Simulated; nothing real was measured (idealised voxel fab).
process module | voxel capacitor over wiring
cross-section cut | 195 nm wide | cells 5 nm
A cross-section is a grid of square cells, given in bands from the top down. A band is one or more rows of cells.
Each band's line starts with the height of the band's top and of its bottom, in nm. Then come its materials from left to right, each with its width in nm. One material with "throughout" fills the band from edge to edge. "air" is empty space.
Height 0 is the level under which the wafer as received is all one material. The lowest band goes on downwards, as in "0 down".
A width such as "30 to 40" changes by the same amount from each row of cells to the next, from the band's top row to its bottom row.
"no change" after a step means that no cell of the cross-section changed.
closed voids: empty space of 8 cells or more with no open way to the top, each as width x height at its distance from the left edge, in nm
after a step's settings: what the simulator itself notes on the step
overlay nm, on a step with a mask: how far to the right of its planned place the mask lay; to the left if negative
plan
1 op RECEIVE | material Si
2 op CONFORMAL_DEP | material SiO2 | thk nm 10
3 op CONFORMAL_DEP | material SiCN | thk nm 5
4 op DIRECTIONAL_DEP | material lowk | thk nm 15
5 op PATTERN | tone open | mask id METAL_1 | material resist | width nm 25 | pitch nm 80 | thk nm 15 | overlay nm 0
6 op DIRECTIONAL_ETCH | etch materials lowk | depth nm 15
7 op DIRECTIONAL_ETCH | etch materials SiCN | depth nm 5
8 op STRIP | etch materials resist
9 op CONFORMAL_DEP | material TiN | thk nm 5
10 op FILL_DEP | material Cu | thk nm 10
11 op CMP | height nm 30
12 op EPI | material Ru | thk nm 5
13 op FILL_DEP | material SiCN | thk nm 5
14 op DIRECTIONAL_DEP | material lowk | thk nm 10
15 op MASKED_ETCH | tone open | mask id PLUG_1 | width nm 15 | etch materials lowk | depth nm 10 | overlay nm 0
16 op MASKED_ETCH | tone open | mask id PLUG_1 | width nm 15 | etch materials SiCN | depth nm 5 | overlay nm 0
17 op EPI | material Ru | thk nm 10
18 op EPI | material Ru | thk nm 5
19 op DIRECTIONAL_DEP | material TiN | thk nm 10
20 op DIRECTIONAL_DEP | material SiN | thk nm 5
21 op DIRECTIONAL_DEP | material TiN | thk nm 10
22 op DIRECTIONAL_DEP | material aC | thk nm 10
23 op PATTERN | tone cover | mask id UPPER_PLATE | material resist | width nm 60 | thk nm 30 | overlay nm 0
24 op DIRECTIONAL_ETCH | etch materials aC | depth nm 10
25 op STRIP | etch materials resist
26 op DIRECTIONAL_ETCH | etch materials TiN | depth nm 10
27 op DIRECTIONAL_ETCH | etch materials SiN | depth nm 5
28 op STRIP | etch materials aC
29 op MASKED_ETCH | tone cover | mask id LOWER_PLATE | width nm 70 | etch materials TiN | depth nm 10 | overlay nm 0
30 op FILL_DEP | material SiO2 | thk nm 15
31 op CMP | height nm 85
32 op PATTERN | tone open | mask id PLUG_2 | material resist | width nm 15 | thk nm 20 | overlay nm 0
33 op DIRECTIONAL_ETCH | etch materials SiO2 | depth nm 10
34 op STRIP | etch materials resist
35 op CONFORMAL_DEP | material TiN | thk nm 5
36 op FILL_DEP | material Cu | thk nm 5
37 op CMP | height nm 85
38 op CONFORMAL_DEP | material SiCN | thk nm 5
as received, after step 1
  0 down: Si throughout
  closed voids: none
first wafer at the end, as planned
  90 to 85: SiCN throughout
  85 to 80: SiO2 65 | TiN 5 | Cu 5 | TiN 5 | SiO2 115
  80 to 75: SiO2 65 | TiN 15 | SiO2 115
  75 to 65: SiO2 55 | TiN 60 | SiO2 80
  65 to 60: SiO2 55 | SiN 60 | SiO2 80
  60 to 50: SiO2 50 | TiN 70 | SiO2 75
  50 to 40: lowk 55 | Ru 15 | lowk 125
  40 to 35: SiCN 55 | Ru 15 | SiCN 125
  35 to 30: SiCN 40 | Ru 35 | SiCN 45 | Ru 35 | SiCN 40
  30 to 15: lowk 45 | TiN 5 | Cu 15 | TiN 5 | lowk 55 | TiN 5 | Cu 15 | TiN 5 | lowk 45
  15 to 10: SiCN 45 | TiN 25 | SiCN 55 | TiN 25 | SiCN 45
  10 to 0: SiO2 throughout
  0 down: Si throughout
  closed voids: none
second wafer at the end: like start, like plan, one mistake
  90 to 85: SiCN throughout
  85 to 80: Cu 60 | TiN 5 | SiO2 15 | TiN 5 | Cu 110
  80 to 75: TiN 65 | SiO2 15 | TiN 115
  75 to 65: SiO2 55 | TiN 60 | SiO2 80
  65 to 60: SiO2 55 | SiN 60 | SiO2 80
  60 to 50: SiO2 50 | TiN 70 | SiO2 75
  50 to 40: lowk 55 | Ru 15 | lowk 125
  40 to 35: SiCN 55 | Ru 15 | SiCN 125
  35 to 30: SiCN 40 | Ru 35 | SiCN 45 | Ru 35 | SiCN 40
  30 to 15: lowk 45 | TiN 5 | Cu 15 | TiN 5 | lowk 55 | TiN 5 | Cu 15 | TiN 5 | lowk 45
  15 to 10: SiCN 45 | TiN 25 | SiCN 55 | TiN 25 | SiCN 45
  10 to 0: SiO2 throughout
  0 down: Si throughout
  closed voids: none
what went wrong: step 32 ran as: op PATTERN | tone cover | mask id PLUG_2 | material resist | width nm 15 | thk nm 20 | overlay nm 0
at the end the second wafer has, in cells: 33 more of Cu | 66 fewer of SiO2 | 33 more of TiN
